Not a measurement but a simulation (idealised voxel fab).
The following is a process module called voxel transistor to metal.
Xsec cut, 150 nm wide, square cell size 5 nm.
Cross-section = grid of square cells, listed top down in bands; band = one or more rows. The entry gives the band's vertical extent as a top height and a bottom height in nm, then its horizontal make-up as materials from left to right, each with a width in nm. "blank" stands for empty space; a single material marked "throughout" fills the band edge to edge. Zero point of the height axis is 0; under it, received wafer = one material. Lowest band: continues down indefinitely, "0 nm and below". When a width is written as two numbers, as in "30 to 40", the first number is the width in the top row of cells of the band and the second is the width in its bottom row, and the width changes by the same amount from each row to the next. Reading "stayed the same" for a step: not a cell of the cross-section changed in it. "Sealed void listing" - sealed voids, min. 8 cells, no opening to top; format: width x height at distance (distance from left edge; nm throughout). Whatever follows a step's settings on its line is a remark the simulator itself makes about that step. The "overlay nm" setting may appear on a step's line; for a step that uses a mask, it gives how far to the right of its planned position the mask lay, and a negative value indicates the left. The remainder of this document consists of a sequence of paired cross-sections. Each pair presents the cross-section prior to one process step together with the cross-section following it, the latter being rendered only as deep as the lowest band that underwent change. The intervening step, together with its settings, is stated beneath each pair. Because the pairs may originate from different runs of this module on the same starting wafer, a given pair is to be read as continuing from the preceding pair only where its entry headed "Pre-processing view" so indicates.
-- Pre-processing view
* 50 nm to 45 nm = TiN 35 nm | blank 15 nm | TiN 45 nm | blank 15 nm | TiN 40 nm
* 45 nm to 35 nm = SiO2 30 nm | TiN 5 nm | blank 15 nm | TiN 5 nm | SiO2 35 nm | TiN 5 nm | blank 15 nm | TiN 5 nm | SiO2 35 nm
* 35 nm to 20 nm = SiO2 30 nm | TiN 5 nm | blank 15 nm | TiN 5 nm | SiN 5 nm | SiCN 25 nm | SiN 5 nm | TiN 5 nm | blank 15 nm | TiN 5 nm | SiO2 35 nm
* 20 nm to 5 nm = SiO2 30 nm | TiN 5 nm | blank 15 nm | TiN 5 nm | SiN 5 nm | polySi 25 nm | SiN 5 nm | TiN 5 nm | blank 15 nm | TiN 5 nm | SiO2 35 nm
* 5 nm to 0 nm = SiO2 30 nm | TiN 5 nm | blank 5 nm | TiN 15 nm | SiN 5 nm | polySi 25 nm | SiN 5 nm | TiN 15 nm | blank 5 nm | TiN 5 nm | SiO2 35 nm
* 0 nm to -5 nm = SiO2 30 nm | TiN 5 nm | blank 5 nm | TiN 5 nm | SiGe 10 nm | SiN 5 nm | polySi 25 nm | SiN 5 nm | SiGe 10 nm | TiN 5 nm | blank 5 nm | TiN 5 nm | SiO2 35 nm
* -5 nm to -10 nm = SiO2 30 nm | TiN 15 nm | SiGe 10 nm | SiN 5 nm | SiO2 25 nm | SiN 5 nm | SiGe 10 nm | TiN 15 nm | SiO2 35 nm
* -10 nm to -20 nm = SiO2 20 to 25 nm | SiGe 35 to 30 nm | Si 35 nm | SiGe 35 to 30 nm | SiO2 25 to 30 nm
* -20 nm to -30 nm = SiO2 25 nm | Si 95 nm | SiO2 30 nm
* -30 nm and below = Si throughout
* Sealed void listing: none
-- Post-Step Section View
* 55 nm to 50 nm = Ru throughout
* 50 nm to 45 nm = TiN 35 nm | Ru 15 nm | TiN 45 nm | Ru 15 nm | TiN 40 nm
* 45 nm to 35 nm = SiO2 30 nm | TiN 5 nm | Ru 15 nm | TiN 5 nm | SiO2 35 nm | TiN 5 nm | Ru 15 nm | TiN 5 nm | SiO2 35 nm
* 35 nm to 20 nm = SiO2 30 nm | TiN 5 nm | Ru 15 nm | TiN 5 nm | SiN 5 nm | SiCN 25 nm | SiN 5 nm | TiN 5 nm | Ru 15 nm | TiN 5 nm | SiO2 35 nm
* 20 nm to 5 nm = SiO2 30 nm | TiN 5 nm | Ru 15 nm | TiN 5 nm | SiN 5 nm | polySi 25 nm | SiN 5 nm | TiN 5 nm | Ru 15 nm | TiN 5 nm | SiO2 35 nm
* 5 nm to 0 nm = SiO2 30 nm | TiN 5 nm | Ru 5 nm | TiN 15 nm | SiN 5 nm | polySi 25 nm | SiN 5 nm | TiN 15 nm | Ru 5 nm | TiN 5 nm | SiO2 35 nm
* 0 nm to -5 nm = SiO2 30 nm | TiN 5 nm | Ru 5 nm | TiN 5 nm | SiGe 10 nm | SiN 5 nm | polySi 25 nm | SiN 5 nm | SiGe 10 nm | TiN 5 nm | Ru 5 nm | TiN 5 nm | SiO2 35 nm
* Rest of section, below -5: as before.
* Sealed void listing: none
Step, pre vs post cross-sections above: op FILL_DEP | material Ru | thk nm 5
Pre-processing view: after-step cross-section of the pair just above applies.
-- Post-Step Section View
* 45 nm to 35 nm = SiO2 30 nm | TiN 5 nm | Ru 15 nm | TiN 5 nm | SiO2 35 nm | TiN 5 nm | Ru 15 nm | TiN 5 nm | SiO2 35 nm
* Rest of section, below 35: as before.
* Sealed void listing: none
Step, pre vs post cross-sections above: op CMP | height nm 45
Pre-processing view: after-step cross-section of the pair just above applies.
-- Post-Step Section View
* 50 nm to 45 nm = TiN throughout
* Rest of section, below 45: as before.
* Sealed void listing: none
Step, pre vs post cross-sections above: op DIRECTIONAL_DEP | material TiN | thk nm 5
Pre-processing view: after-step cross-section of the pair just above applies.
-- Post-Step Section View
* 70 nm to 50 nm = Ru throughout
* Rest of section, below 50: as before.
* Sealed void listing: none
Step, pre vs post cross-sections above: op DIRECTIONAL_DEP | material Ru | thk nm 20
Pre-processing view: after-step cross-section of the pair just above applies.
-- Post-Step Section View
* 90 nm to 70 nm = blank 30 nm | resist 15 nm | blank 55 nm | resist 15 nm | blank 35 nm
* Rest of section, below 70: as before.
* Sealed void listing: none
Step, pre vs post cross-sections above: op PATTERN | tone cover | mask id METAL_1 | material resist | width nm 15 | pitch nm 70 | thk nm 20 | overlay nm 0
Pre-processing view: after-step cross-section of the pair just above applies.
-- Post-Step Section View
* 90 nm to 70 nm = blank 30 nm | resist 15 nm | blank 55 nm | resist 15 nm | blank 35 nm
* 70 nm to 50 nm = blank 30 nm | Ru 15 nm | blank 55 nm | Ru 15 nm | blank 35 nm
* Rest of section, below 50: as before.
* Sealed void listing: none
Step, pre vs post cross-sections above: op DIRECTIONAL_ETCH | etch materials Ru | depth nm 20
Pre-processing view: after-step cross-section of the pair just above applies.
-- Post-Step Section View
* 90 nm to 70 nm = blank 30 nm | resist 15 nm | blank 55 nm | resist 15 nm | blank 35 nm
* 70 nm to 50 nm = blank 30 nm | Ru 15 nm | blank 55 nm | Ru 15 nm | blank 35 nm
* 50 nm to 45 nm = blank 30 nm | TiN 15 nm | blank 55 nm | TiN 15 nm | blank 35 nm
* Rest of section, below 45: as before.
* Sealed void listing: none
Step, pre vs post cross-sections above: op DIRECTIONAL_ETCH | etch materials TiN | depth nm 5
Pre-processing view: after-step cross-section of the pair just above applies.
-- Post-Step Section View
* 70 nm to 50 nm = blank 30 nm | Ru 15 nm | blank 55 nm | Ru 15 nm | blank 35 nm
* Rest of section, below 50: as before.
* Sealed void listing: none
Step, pre vs post cross-sections above: op STRIP | etch materials resist
Pre-processing view: after-step cross-section of the pair just above applies.
-- Post-Step Section View
* 75 nm to 70 nm = blank 25 nm | SiN 25 nm | blank 45 nm | SiN 25 nm | blank 30 nm
* 70 nm to 50 nm = blank 25 nm | SiN 5 nm | Ru 15 nm | SiN 5 nm | blank 45 nm | SiN 5 nm | Ru 15 nm | SiN 5 nm | blank 30 nm
* 50 nm to 45 nm = SiN 30 nm | TiN 15 nm | SiN 55 nm | TiN 15 nm | SiN 35 nm
* Rest of section, below 45: as before.
* Sealed void listing: none
Step, pre vs post cross-sections above: op CONFORMAL_DEP | material SiN | thk nm 5
Pre-processing view: after-step cross-section of the pair just above applies.
-- Post-Step Section View
* 80 nm to 75 nm = SiO2 throughout
* 75 nm to 70 nm = SiO2 25 nm | SiN 25 nm | SiO2 45 nm | SiN 25 nm | SiO2 30 nm
* 70 nm to 50 nm = SiO2 25 nm | SiN 5 nm | Ru 15 nm | SiN 5 nm | SiO2 45 nm | SiN 5 nm | Ru 15 nm | SiN 5 nm | SiO2 30 nm
* Rest of section, below 50: as before.
* Sealed void listing: none
Step, pre vs post cross-sections above: op FILL_DEP | material SiO2 | thk nm 5
Pre-processing view: after-step cross-section of the pair just above applies.
-- Post-Step Section View
* 70 nm to 50 nm = SiO2 25 nm | SiN 5 nm | Ru 15 nm | SiN 5 nm | SiO2 45 nm | SiN 5 nm | Ru 15 nm | SiN 5 nm | SiO2 30 nm
* Rest of section, below 50: as before.
* Sealed void listing: none
Step, pre vs post cross-sections above: op CMP | height nm 70
Pre-processing view: after-step cross-section of the pair just above applies.
-- Post-Step Section View
* 75 nm to 70 nm = SiN throughout
* Rest of section, below 70: as before.
* Sealed void listing: none
Step, pre vs post cross-sections above: op CONFORMAL_DEP | material SiN | thk nm 5
-- Pre-processing view
* 10 nm to 0 nm = blank 25 nm | SiN 95 nm | blank 30 nm
* 0 nm to -5 nm = blank 25 nm | SiO2 95 nm | blank 30 nm
* -5 nm to -30 nm = blank 25 nm | Si 95 nm | blank 30 nm
* -30 nm and below = Si throughout
* Sealed void listing: none
-- Post-Step Section View
* 10 nm to 0 nm = blank 25 nm | SiN 95 nm | blank 30 nm
* 0 nm to -5 nm = blank 25 nm | SiO2 95 nm | blank 30 nm
* -5 nm to -55 nm = blank 25 nm | Si 95 nm | blank 30 nm
* Rest of section, below -55: as before.
* Sealed void listing: none
Step, pre vs post cross-sections above: op MASKED_ETCH | tone cover | mask id ACTIVE | width nm 95 | etch materials Si | depth nm 25 | overlay nm 0
Pre-processing view: after-step cross-section of the pair just above applies.
-- Post-Step Section View
* 25 nm to 10 nm = SiO2 throughout
* 10 nm to 0 nm = SiO2 25 nm | SiN 95 nm | SiO2 30 nm
* 0 nm to -5 nm = SiO2 throughout
* -5 nm to -55 nm = SiO2 25 nm | Si 95 nm | SiO2 30 nm
* Rest of section, below -55: as before.
* Sealed void listing: none
Step, pre vs post cross-sections above: op FILL_DEP | material SiO2 | thk nm 15
Pre-processing view: after-step cross-section of the pair just above applies.
-- Post-Step Section View
* 10 nm to 0 nm = SiO2 25 nm | SiN 95 nm | SiO2 30 nm
* Rest of section, below 0: as before.
* Sealed void listing: none
Step, pre vs post cross-sections above: op CMP | height nm 10
Pre-processing view: after-step cross-section of the pair just above applies.
-- Post-Step Section View
* 10 nm to 0 nm = blank 25 nm | SiN 95 nm | blank 30 nm
* Rest of section, below 0: as before.
* Sealed void listing: none
Step, pre vs post cross-sections above: op SELECTIVE_ETCH | etch materials SiO2 | depth nm 10
Pre-processing view: after-step cross-section of the pair just above applies.
-- Post-Step Section View
* 0 nm to -5 nm = SiO2 throughout
* Rest of section, below -5: as before.
* Sealed void listing: none
Step, pre vs post cross-sections above: op STRIP | etch materials SiN
Pre-processing view: after-step cross-section of the pair just above applies.
-- Post-Step Section View
* -5 nm to -55 nm = SiO2 25 nm | Si 95 nm | SiO2 30 nm
* Rest of section, below -55: as before.
* Sealed void listing: none
Step, pre vs post cross-sections above: op SELECTIVE_ETCH | etch materials SiO2 | depth nm 5
Pre-processing view: after-step cross-section of the pair just above applies.
-- Post-Step Section View
* -5 nm to -10 nm = SiO2 throughout
* Rest of section, below -10: as before.
* Sealed void listing: none
Step, pre vs post cross-sections above: op OXIDIZE | depth nm 5
Pre-processing view: after-step cross-section of the pair just above applies.
-- Post-Step Section View
* 20 nm to -5 nm = polySi throughout
* Rest of section, below -5: as before.
* Sealed void listing: none
Step, pre vs post cross-sections above: op DIRECTIONAL_DEP | material polySi | thk nm 25
Pre-processing view: after-step cross-section of the pair just above applies.
-- Post-Step Section View
* 35 nm to 20 nm = SiCN throughout
* Rest of section, below 20: as before.
* Sealed void listing: none
Step, pre vs post cross-sections above: op DIRECTIONAL_DEP | material SiCN | thk nm 15
Pre-processing view: after-step cross-section of the pair just above applies.
-- Post-Step Section View
* 55 nm to 35 nm = blank 60 nm | resist 25 nm | blank 65 nm
* Rest of section, below 35: as before.
* Sealed void listing: none
Step, pre vs post cross-sections above: op PATTERN | tone cover | mask id GATE | material resist | width nm 25 | thk nm 20 | overlay nm 0
Pre-processing view: after-step cross-section of the pair just above applies.
-- Post-Step Section View
* 55 nm to 35 nm = blank 60 nm | resist 25 nm | blank 65 nm
* 35 nm to 20 nm = blank 60 nm | SiCN 25 nm | blank 65 nm
* Rest of section, below 20: as before.
* Sealed void listing: none
Step, pre vs post cross-sections above: op DIRECTIONAL_ETCH | etch materials SiCN | depth nm 25
Pre-processing view: after-step cross-section of the pair just above applies.
-- Post-Step Section View
* 55 nm to 35 nm = blank 60 nm | resist 25 nm | blank 65 nm
* 35 nm to 20 nm = blank 60 nm | SiCN 25 nm | blank 65 nm
* 20 nm to -5 nm = blank 60 nm | polySi 25 nm | blank 65 nm
* Rest of section, below -5: as before.
* Sealed void listing: none
Step, pre vs post cross-sections above: op DIRECTIONAL_ETCH | etch materials polySi | depth nm 35
Pre-processing view: after-step cross-section of the pair just above applies.
-- Post-Step Section View
* 35 nm to 20 nm = blank 60 nm | SiCN 25 nm | blank 65 nm
* Rest of section, below 20: as before.
* Sealed void listing: none
Step, pre vs post cross-sections above: op STRIP | etch materials resist
Pre-processing view: after-step cross-section of the pair just above applies.
-- Post-Step Section View
* 40 nm to 35 nm = blank 55 nm | SiO2 35 nm | blank 60 nm
* 35 nm to 20 nm = blank 55 nm | SiO2 5 nm | SiCN 25 nm | SiO2 5 nm | blank 60 nm
* 20 nm to 0 nm = blank 55 nm | SiO2 5 nm | polySi 25 nm | SiO2 5 nm | blank 60 nm
* 0 nm to -5 nm = SiO2 60 nm | polySi 25 nm | SiO2 65 nm
* Rest of section, below -5: as before.
* Sealed void listing: none
Step, pre vs post cross-sections above: op CONFORMAL_DEP | material SiO2 | thk nm 5
Pre-processing view: after-step cross-section of the pair just above applies.
-- Post-Step Section View
* 35 nm to 20 nm = blank 55 nm | SiO2 5 nm | SiCN 25 nm | SiO2 5 nm | blank 60 nm
* 20 nm to -5 nm = blank 55 nm | SiO2 5 nm | polySi 25 nm | SiO2 5 nm | blank 60 nm
* Rest of section, below -5: as before.
* Sealed void listing: none
Step, pre vs post cross-sections above: op DIRECTIONAL_ETCH | etch materials SiO2 | depth nm 5
Pre-processing view: after-step cross-section of the pair just above applies.
-- Post-Step Section View
* 40 nm to 35 nm = blank 50 nm | SiN 45 nm | blank 55 nm
* 35 nm to 20 nm = blank 50 nm | SiN 5 nm | SiO2 5 nm | SiCN 25 nm | SiO2 5 nm | SiN 5 nm | blank 55 nm
* 20 nm to 0 nm = blank 50 nm | SiN 5 nm | SiO2 5 nm | polySi 25 nm | SiO2 5 nm | SiN 5 nm | blank 55 nm
* 0 nm to -5 nm = SiN 55 nm | SiO2 5 nm | polySi 25 nm | SiO2 5 nm | SiN 60 nm
* Rest of section, below -5: as before.
* Sealed void listing: none
Step, pre vs post cross-sections above: op CONFORMAL_DEP | material SiN | thk nm 5
Pre-processing view: after-step cross-section of the pair just above applies.
-- Post-Step Section View
* 35 nm to 20 nm = blank 50 nm | SiN 5 nm | SiO2 5 nm | SiCN 25 nm | SiO2 5 nm | SiN 5 nm | blank 55 nm
* 20 nm to -5 nm = blank 50 nm | SiN 5 nm | SiO2 5 nm | polySi 25 nm | SiO2 5 nm | SiN 5 nm | blank 55 nm
* Rest of section, below -5: as before.
* Sealed void listing: none
Step, pre vs post cross-sections above: op DIRECTIONAL_ETCH | etch materials SiN | depth nm 5
Pre-processing view: after-step cross-section of the pair just above applies.
-- Post-Step Section View
* 35 nm to 30 nm = blank 50 nm | SiN 5 nm | blank 5 nm | SiCN 25 nm | blank 5 nm | SiN 5 nm | blank 55 nm
* 30 nm to 20 nm = blank 50 nm | SiN 5 nm | SiO2 5 nm | SiCN 25 nm | SiO2 5 nm | SiN 5 nm | blank 55 nm
* 20 nm to -5 nm = blank 50 nm | SiN 5 nm | SiO2 5 nm | polySi 25 nm | SiO2 5 nm | SiN 5 nm | blank 55 nm
* -5 nm to -10 nm = blank 50 nm | SiO2 45 nm | blank 55 nm
* Rest of section, below -10: as before.
* Sealed void listing: none
Step, pre vs post cross-sections above: op DIRECTIONAL_ETCH | etch materials SiO2 | depth nm 5
Pre-processing view: after-step cross-section of the pair just above applies.
-- Post-Step Section View
* 35 nm to 30 nm = blank 50 nm | SiN 5 nm | blank 5 nm | SiCN 25 nm | blank 5 nm | SiN 5 nm | blank 55 nm
* 30 nm to 20 nm = blank 50 nm | SiN 5 nm | SiO2 5 nm | SiCN 25 nm | SiO2 5 nm | SiN 5 nm | blank 55 nm
* 20 nm to -5 nm = blank 50 nm | SiN 5 nm | SiO2 5 nm | polySi 25 nm | SiO2 5 nm | SiN 5 nm | blank 55 nm
* -5 nm to -10 nm = blank 50 nm | SiO2 45 nm | blank 55 nm
* -10 nm to -20 nm = SiO2 25 nm | blank 25 nm | Si 45 nm | blank 25 nm | SiO2 30 nm
* Rest of section, below -20: as before.
* Sealed void listing: none
Step, pre vs post cross-sections above: op DIRECTIONAL_ETCH | etch materials Si | depth nm 10
Pre-processing view: after-step cross-section of the pair just above applies.
-- Post-Step Section View
* 35 nm to 30 nm = blank 50 nm | SiN 5 nm | blank 5 nm | SiCN 25 nm | blank 5 nm | SiN 5 nm | blank 55 nm
* 30 nm to 20 nm = blank 50 nm | SiN 5 nm | SiO2 5 nm | SiCN 25 nm | SiO2 5 nm | SiN 5 nm | blank 55 nm
* 20 nm to 0 nm = blank 50 nm | SiN 5 nm | SiO2 5 nm | polySi 25 nm | SiO2 5 nm | SiN 5 nm | blank 55 nm
* 0 nm to -5 nm = blank 40 nm | SiGe 10 nm | SiN 5 nm | SiO2 5 nm | polySi 25 nm | SiO2 5 nm | SiN 5 nm | SiGe 10 nm | blank 45 nm
* -5 nm to -10 nm = blank 40 nm | SiGe 10 nm | SiO2 45 nm | SiGe 10 nm | blank 45 nm
* -10 nm to -20 nm = SiO2 25 nm | SiGe 25 nm | Si 45 nm | SiGe 25 nm | SiO2 30 nm
* Rest of section, below -20: as before.
* Sealed void listing: none
Step, pre vs post cross-sections above: op EPI | material SiGe | thk nm 10
Pre-processing view: after-step cross-section of the pair just above applies.
-- Post-Step Section View
* 45 nm to 35 nm = SiO2 throughout
* 35 nm to 20 nm = SiO2 50 nm | SiN 5 nm | SiO2 5 nm | SiCN 25 nm | SiO2 5 nm | SiN 5 nm | SiO2 55 nm
* 20 nm to 0 nm = SiO2 50 nm | SiN 5 nm | SiO2 5 nm | polySi 25 nm | SiO2 5 nm | SiN 5 nm | SiO2 55 nm
* 0 nm to -5 nm = SiO2 40 nm | SiGe 10 nm | SiN 5 nm | SiO2 5 nm | polySi 25 nm | SiO2 5 nm | SiN 5 nm | SiGe 10 nm | SiO2 45 nm
* -5 nm to -10 nm = SiO2 40 nm | SiGe 10 nm | SiO2 45 nm | SiGe 10 nm | SiO2 45 nm
* Rest of section, below -10: as before.
* Sealed void listing: none
Step, pre vs post cross-sections above: op FILL_DEP | material SiO2 | thk nm 10
Pre-processing view: after-step cross-section of the pair just above applies.
-- Post-Step Section View
* 35 nm to 20 nm = SiO2 50 nm | SiN 5 nm | SiO2 5 nm | SiCN 25 nm | SiO2 5 nm | SiN 5 nm | SiO2 55 nm
* Rest of section, below 20: as before.
* Sealed void listing: none
Step, pre vs post cross-sections above: op CMP | height nm 35
Pre-processing view: after-step cross-section of the pair just above applies.
-- Post-Step Section View
* 45 nm to 35 nm = SiO2 throughout
* Rest of section, below 35: as before.
* Sealed void listing: none
Step, pre vs post cross-sections above: op DIRECTIONAL_DEP | material SiO2 | thk nm 10
Pre-processing view: after-step cross-section of the pair just above applies.
-- Post-Step Section View
* 45 nm to 35 nm = SiO2 30 nm | blank 25 nm | SiO2 35 nm | blank 25 nm | SiO2 35 nm
* 35 nm to 20 nm = SiO2 30 nm | blank 20 nm | SiN 5 nm | SiO2 5 nm | SiCN 25 nm | SiO2 5 nm | SiN 5 nm | blank 20 nm | SiO2 35 nm
* 20 nm to 0 nm = SiO2 30 nm | blank 20 nm | SiN 5 nm | SiO2 5 nm | polySi 25 nm | SiO2 5 nm | SiN 5 nm | blank 20 nm | SiO2 35 nm
* 0 nm to -5 nm = SiO2 30 nm | blank 10 nm | SiGe 10 nm | SiN 5 nm | SiO2 5 nm | polySi 25 nm | SiO2 5 nm | SiN 5 nm | SiGe 10 nm | blank 10 nm | SiO2 35 nm
* -5 nm to -10 nm = SiO2 30 nm | blank 10 nm | SiGe 10 nm | SiO2 45 nm | SiGe 10 nm | blank 10 nm | SiO2 35 nm
* Rest of section, below -10: as before.
* Sealed void listing: none
Step, pre vs post cross-sections above: op MASKED_ETCH | tone open | mask id CONTACT | width nm 25 | pitch nm 60 | etch materials SiO2 | depth nm 55 | overlay nm 0
Pre-processing view: after-step cross-section of the pair just above applies.
-- Post-Step Section View
* 50 nm to 45 nm = TiN 35 nm | blank 15 nm | TiN 45 nm | blank 15 nm | TiN 40 nm
* 45 nm to 35 nm = SiO2 30 nm | TiN 5 nm | blank 15 to 10 nm | TiN 5 to 10 nm | SiO2 35 nm | TiN 5 to 10 nm | blank 15 to 10 nm | TiN 5 nm | SiO2 35 nm
* 35 nm to 20 nm = SiO2 30 nm | TiN 5 nm | blank 10 nm | TiN 5 nm | SiN 5 nm | SiO2 5 nm | SiCN 25 nm | SiO2 5 nm | SiN 5 nm | TiN 5 nm | blank 10 nm | TiN 5 nm | SiO2 35 nm
* 20 nm to 5 nm = SiO2 30 nm | TiN 5 nm | blank 10 nm | TiN 5 nm | SiN 5 nm | SiO2 5 nm | polySi 25 nm | SiO2 5 nm | SiN 5 nm | TiN 5 nm | blank 10 nm | TiN 5 nm | SiO2 35 nm
* 5 nm to 0 nm = SiO2 30 nm | TiN 20 nm | SiN 5 nm | SiO2 5 nm | polySi 25 nm | SiO2 5 nm | SiN 5 nm | TiN 20 nm | SiO2 35 nm
* 0 nm to -5 nm = SiO2 30 nm | TiN 10 nm | SiGe 10 nm | SiN 5 nm | SiO2 5 nm | polySi 25 nm | SiO2 5 nm | SiN 5 nm | SiGe 10 nm | TiN 10 nm | SiO2 35 nm
* -5 nm to -10 nm = SiO2 30 nm | TiN 10 nm | SiGe 10 nm | SiO2 45 nm | SiGe 10 nm | TiN 10 nm | SiO2 35 nm
* Rest of section, below -10: as before.
* Sealed void listing: none
Step, pre vs post cross-sections above: op CONFORMAL_DEP | material TiN | thk nm 5
Pre-processing view: after-step cross-section of the pair just above applies.
-- Post-Step Section View
* 55 nm to 50 nm = Ru throughout
* 50 nm to 45 nm = TiN 35 nm | Ru 15 nm | TiN 45 nm | Ru 15 nm | TiN 40 nm
* 45 nm to 35 nm = SiO2 30 nm | TiN 5 nm | Ru 15 to 10 nm | TiN 5 to 10 nm | SiO2 35 nm | TiN 5 to 10 nm | Ru 15 to 10 nm | TiN 5 nm | SiO2 35 nm
* 35 nm to 20 nm = SiO2 30 nm | TiN 5 nm | Ru 10 nm | TiN 5 nm | SiN 5 nm | SiO2 5 nm | SiCN 25 nm | SiO2 5 nm | SiN 5 nm | TiN 5 nm | Ru 10 nm | TiN 5 nm | SiO2 35 nm
* 20 nm to 5 nm = SiO2 30 nm | TiN 5 nm | Ru 10 nm | TiN 5 nm | SiN 5 nm | SiO2 5 nm | polySi 25 nm | SiO2 5 nm | SiN 5 nm | TiN 5 nm | Ru 10 nm | TiN 5 nm | SiO2 35 nm
* Rest of section, below 5: as before.
* Sealed void listing: none
Step, pre vs post cross-sections above: op FILL_DEP | material Ru | thk nm 5
Pre-processing view: after-step cross-section of the pair just above applies.
-- Post-Step Section View
* 45 nm to 35 nm = SiO2 30 nm | TiN 5 nm | Ru 15 to 10 nm | TiN 5 to 10 nm | SiO2 35 nm | TiN 5 to 10 nm | Ru 15 to 10 nm | TiN 5 nm | SiO2 35 nm
* Rest of section, below 35: as before.
* Sealed void listing: none
Step, pre vs post cross-sections above: op CMP | height nm 45
Pre-processing view: after-step cross-section of the pair just above applies.
-- Post-Step Section View
* 50 nm to 45 nm = TiN throughout
* Rest of section, below 45: as before.
* Sealed void listing: none
Step, pre vs post cross-sections above: op DIRECTIONAL_DEP | material TiN | thk nm 5
Pre-processing view: after-step cross-section of the pair just above applies.
-- Post-Step Section View
* 70 nm to 50 nm = Ru throughout
* Rest of section, below 50: as before.
* Sealed void listing: none
Step, pre vs post cross-sections above: op DIRECTIONAL_DEP | material Ru | thk nm 20
Pre-processing view: after-step cross-section of the pair just above applies.
-- Post-Step Section View
* 90 nm to 70 nm = blank 30 nm | resist 15 nm | blank 55 nm | resist 15 nm | blank 35 nm
* Rest of section, below 70: as before.
* Sealed void listing: none
Step, pre vs post cross-sections above: op PATTERN | tone cover | mask id METAL_1 | material resist | width nm 15 | pitch nm 70 | thk nm 20 | overlay nm 0
Pre-processing view: after-step cross-section of the pair just above applies.
-- Post-Step Section View
* 90 nm to 70 nm = blank 30 nm | resist 15 nm | blank 55 nm | resist 15 nm | blank 35 nm
* 70 nm to 50 nm = blank 30 nm | Ru 15 nm | blank 55 nm | Ru 15 nm | blank 35 nm
* Rest of section, below 50: as before.
* Sealed void listing: none
Step, pre vs post cross-sections above: op DIRECTIONAL_ETCH | etch materials Ru | depth nm 20
Pre-processing view: after-step cross-section of the pair just above applies.
-- Post-Step Section View
* 90 nm to 70 nm = blank 30 nm | resist 15 nm | blank 55 nm | resist 15 nm | blank 35 nm
* 70 nm to 50 nm = blank 30 nm | Ru 15 nm | blank 55 nm | Ru 15 nm | blank 35 nm
* 50 nm to 45 nm = blank 30 nm | TiN 15 nm | blank 55 nm | TiN 15 nm | blank 35 nm
* Rest of section, below 45: as before.
* Sealed void listing: none
Step, pre vs post cross-sections above: op DIRECTIONAL_ETCH | etch materials TiN | depth nm 5
Pre-processing view: after-step cross-section of the pair just above applies.
-- Post-Step Section View
* 70 nm to 50 nm = blank 30 nm | Ru 15 nm | blank 55 nm | Ru 15 nm | blank 35 nm
* Rest of section, below 50: as before.
* Sealed void listing: none
Step, pre vs post cross-sections above: op STRIP | etch materials resist
Pre-processing view: after-step cross-section of the pair just above applies.
-- Post-Step Section View
* 75 nm to 70 nm = blank 25 nm | SiN 25 nm | blank 45 nm | SiN 25 nm | blank 30 nm
* 70 nm to 50 nm = blank 25 nm | SiN 5 nm | Ru 15 nm | SiN 5 nm | blank 45 nm | SiN 5 nm | Ru 15 nm | SiN 5 nm | blank 30 nm
* 50 nm to 45 nm = SiN 30 nm | TiN 15 nm | SiN 55 nm | TiN 15 nm | SiN 35 nm
* Rest of section, below 45: as before.
* Sealed void listing: none
Step, pre vs post cross-sections above: op CONFORMAL_DEP | material SiN | thk nm 5
Pre-processing view: after-step cross-section of the pair just above applies.
-- Post-Step Section View
* 80 nm to 75 nm = SiO2 throughout
* 75 nm to 70 nm = SiO2 25 nm | SiN 25 nm | SiO2 45 nm | SiN 25 nm | SiO2 30 nm
* 70 nm to 50 nm = SiO2 25 nm | SiN 5 nm | Ru 15 nm | SiN 5 nm | SiO2 45 nm | SiN 5 nm | Ru 15 nm | SiN 5 nm | SiO2 30 nm
* Rest of section, below 50: as before.
* Sealed void listing: none
Step, pre vs post cross-sections above: op FILL_DEP | material SiO2 | thk nm 5
Pre-processing view: after-step cross-section of the pair just above applies.
-- Post-Step Section View
* 70 nm to 50 nm = SiO2 25 nm | SiN 5 nm | Ru 15 nm | SiN 5 nm | SiO2 45 nm | SiN 5 nm | Ru 15 nm | SiN 5 nm | SiO2 30 nm
* Rest of section, below 50: as before.
* Sealed void listing: none
Step, pre vs post cross-sections above: op CMP | height nm 70
Pre-processing view: after-step cross-section of the pair just above applies.
-- Post-Step Section View
* 75 nm to 70 nm = SiN throughout
* Rest of section, below 70: as before.
* Sealed void listing: none
Step, pre vs post cross-sections above: op CONFORMAL_DEP | material SiN | thk nm 5
-- Pre-processing view
* 10 nm to 0 nm = blank 25 nm | SiN 95 nm | blank 30 nm
* 0 nm to -5 nm = SiO2 throughout
* -5 nm to -30 nm = SiO2 25 nm | Si 95 nm | SiO2 30 nm
* -30 nm and below = Si throughout
* Sealed void listing: none
-- Post-Step Section View
* 10 nm to 0 nm = blank 25 nm | SiN 95 nm | blank 30 nm
* 0 nm to -5 nm = blank 30 nm | SiO2 85 nm | blank 35 nm
* Rest of section, below -5: as before.
* Sealed void listing: none
Step, pre vs post cross-sections above: op SELECTIVE_ETCH | etch materials SiO2 | depth nm 5
Pre-processing view: after-step cross-section of the pair just above applies.
-- Post-Step Section View
* 0 nm to -5 nm = blank 30 nm | SiO2 85 nm | blank 35 nm
* Rest of section, below -5: as before.
* Sealed void listing: none
Step, pre vs post cross-sections above: op STRIP | etch materials SiN
Pre-processing view: after-step cross-section of the pair just above applies.
-- Post-Step Section View
* 0 nm to -5 nm = blank 30 nm | SiO2 85 nm | blank 35 nm
* -5 nm to -10 nm = SiO2 35 nm | Si 75 nm | SiO2 40 nm
* Rest of section, below -10: as before.
* Sealed void listing: none
Step, pre vs post cross-sections above: op OXIDIZE | depth nm 5
Pre-processing view: after-step cross-section of the pair just above applies.
-- Post-Step Section View
* 25 nm to 20 nm = blank 30 nm | polySi 85 nm | blank 35 nm
* 20 nm to 0 nm = polySi throughout
* 0 nm to -5 nm = polySi 30 nm | SiO2 85 nm | polySi 35 nm
* Rest of section, below -5: as before.
* Sealed void listing: none
Step, pre vs post cross-sections above: op DIRECTIONAL_DEP | material polySi | thk nm 25
Pre-processing view: after-step cross-section of the pair just above applies.
-- Post-Step Section View
* 40 nm to 35 nm = blank 30 nm | SiCN 85 nm | blank 35 nm
* 35 nm to 25 nm = SiCN throughout
* 25 nm to 20 nm = SiCN 30 nm | polySi 85 nm | SiCN 35 nm
* Rest of section, below 20: as before.
* Sealed void listing: none
Step, pre vs post cross-sections above: op DIRECTIONAL_DEP | material SiCN | thk nm 15
Pre-processing view: after-step cross-section of the pair just above applies.
-- Post-Step Section View
* 60 nm to 40 nm = blank 60 nm | resist 25 nm | blank 65 nm
* Rest of section, below 40: as before.
* Sealed void listing: none
Step, pre vs post cross-sections above: op PATTERN | tone cover | mask id GATE | material resist | width nm 25 | thk nm 20 | overlay nm 0
